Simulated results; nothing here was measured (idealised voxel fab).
Process module heading - voxel gate over fins
FYI the section here is cut, 165 nm wide, cells are 5 nm squares.
For the purposes of this document, a cross-section shall be understood as a grid of square cells, specified as bands listed in top-to-bottom order, each band consisting of one or more rows of cells.
A band entry consists of two parts. The first gives the height of the band's top and the height of its bottom, in nm. The rest lists the band's materials from left to right, each with its width in nm. A single material labelled with the word "all across" fills the band from edge to edge, and the word "empty" marks empty space.
Where do heights start? At 0: under that level the wafer as delivered is made of one material only. And the lowest band has no floor; it just carries on downward, as in "0 -> down".
Per-row width for "30 to 40": begins at first number (top row of band), ends at second number (bottom row), increment between rows held constant.
Where the words "stayed the same" appear for a step, the cross-section shows no cell changed by that step; every cell remained as before.
Entry "Closed void listing" = empty spaces >= 8 cells with no open way to the top; each as width x height at distance, distance from left edge, all nm.
Past the settings on a step's line: simulator remark, on that step.
Each step line may optionally specify "overlay nm", which for a step with a mask gives the rightward distance between the mask's planned place and where it lay, a negative value indicating the leftward direction.

Process steps foreseen in the plan
1. RECEIVE | material Si
2. CONFORMAL_DEP | material SiN | thk nm 5
3. MASKED_ETCH | tone cover | mask id FINS | width nm 15 | pitch nm 40 | etch materials SiN | depth nm 5 | overlay nm 0
4. MASKED_ETCH | tone cover | mask id FINS | width nm 15 | pitch nm 40 | etch materials Si | depth nm 30 | overlay nm -15
5. OXIDIZE | depth nm 5
6. FILL_DEP | material SiO2 | thk nm 10
7. CMP | height nm 5
8. SELECTIVE_ETCH | etch materials SiO2 | depth nm 15
9. STRIP | etch materials SiN
10. CONFORMAL_DEP | material HfO2 | thk nm 5
11. CONFORMAL_DEP | material TiN | thk nm 5
12. CONFORMAL_DEP | material TiAl | thk nm 5
13. CONFORMAL_DEP | material TiN | thk nm 5
14. FILL_DEP | material W | thk nm 10
15. CMP | height nm 25
16. CONFORMAL_DEP | material SiN | thk nm 10
Wafer-to-wafer difference: overlay nm, step 4. Common start. Plan = first wafer's value.

Cross-section of the first of several received wafers, showing its state after step 1
0 -> down | Si all across
Closed void listing: none

Here's the first of several wafers in cross-section, end of the module, after the last step, step 16
35 -> 25 | SiN all across
25 -> 20 | W all across
20 -> 15 | W=20  TiN=125  W=20
15 -> 10 | W=5  TiN=20  TiAl=35  TiN=5  TiAl=35  TiN=5  TiAl=35  TiN=5  W=20
10 -> 5 | TiN=10  TiAl=20  TiN=25  TiAl=15  TiN=25  TiAl=15  TiN=25  TiAl=5  TiN=25
5 -> 0 | TiAl=15  TiN=20  HfO2=15  TiN=25  HfO2=15  TiN=25  HfO2=15  TiN=5  TiAl=30
0 -> -5 | TiN=20  HfO2=20  Si=5  HfO2=5  TiN=10  HfO2=20  Si=5  HfO2=5  TiN=10  HfO2=20  Si=5  HfO2=5  TiN=35
-5 -> -10 | HfO2=25  Si=20  HfO2=20  Si=20  HfO2=20  Si=20  HfO2=40
-10 -> -35 | SiO2=25  Si=20  SiO2=20  Si=20  SiO2=20  Si=20  SiO2=40
-35 -> down | Si all across
Closed void listing: none

Cross-sectional view, end of module, last wafer of several
35 -> 25 | SiN all across
25 -> 20 | W all across
20 -> 15 | W=20  TiN=125  W=20
15 -> 10 | W=20  TiN=5  TiAl=35  TiN=5  TiAl=35  TiN=5  TiAl=35  TiN=20  W=5
10 -> 5 | TiN=25  TiAl=5  TiN=25  TiAl=15  TiN=25  TiAl=15  TiN=25  TiAl=20  TiN=10
5 -> 0 | TiAl=30  TiN=5  HfO2=15  TiN=25  HfO2=15  TiN=25  HfO2=15  TiN=20  TiAl=15
0 -> -5 | TiN=35  HfO2=5  Si=5  HfO2=20  TiN=10  HfO2=5  Si=5  HfO2=20  TiN=10  HfO2=5  Si=5  HfO2=20  TiN=20
-5 -> -10 | HfO2=40  Si=20  HfO2=20  Si=20  HfO2=20  Si=20  HfO2=25
-10 -> -35 | SiO2=40  Si=20  SiO2=20  Si=20  SiO2=20  Si=20  SiO2=25
-35 -> down | Si all across
Closed void listing: none

So in this table every wafer gets its own row, and what you see is where it stands at the end of the module: for each material, how many cells it picked up (+) or gave up (-) since we received it, and after that its closed voids
overlay nm -15; +45 HfO2; -156 Si; +66 SiN; +105 SiO2; +41 TiAl; +84 TiN; +46 W; Closed void listing: none
overlay nm -10; +45 HfO2; -174 Si; +66 SiN; +120 SiO2; +43 TiAl; +84 TiN; +47 W; Closed void listing: none
overlay nm -5; +45 HfO2; -192 Si; +66 SiN; +135 SiO2; +45 TiAl; +84 TiN; +48 W; Closed void listing: none
overlay nm 0; +45 HfO2; -210 Si; +66 SiN; +150 SiO2; +45 TiAl; +86 TiN; +49 W; Closed void listing: none
overlay nm 5; +45 HfO2; -192 Si; +66 SiN; +135 SiO2; +45 TiAl; +84 TiN; +48 W; Closed void listing: none
overlay nm 10; +45 HfO2; -174 Si; +66 SiN; +120 SiO2; +43 TiAl; +84 TiN; +47 W; Closed void listing: none
overlay nm 15; +45 HfO2; -156 Si; +66 SiN; +105 SiO2; +41 TiAl; +84 TiN; +46 W; Closed void listing: none
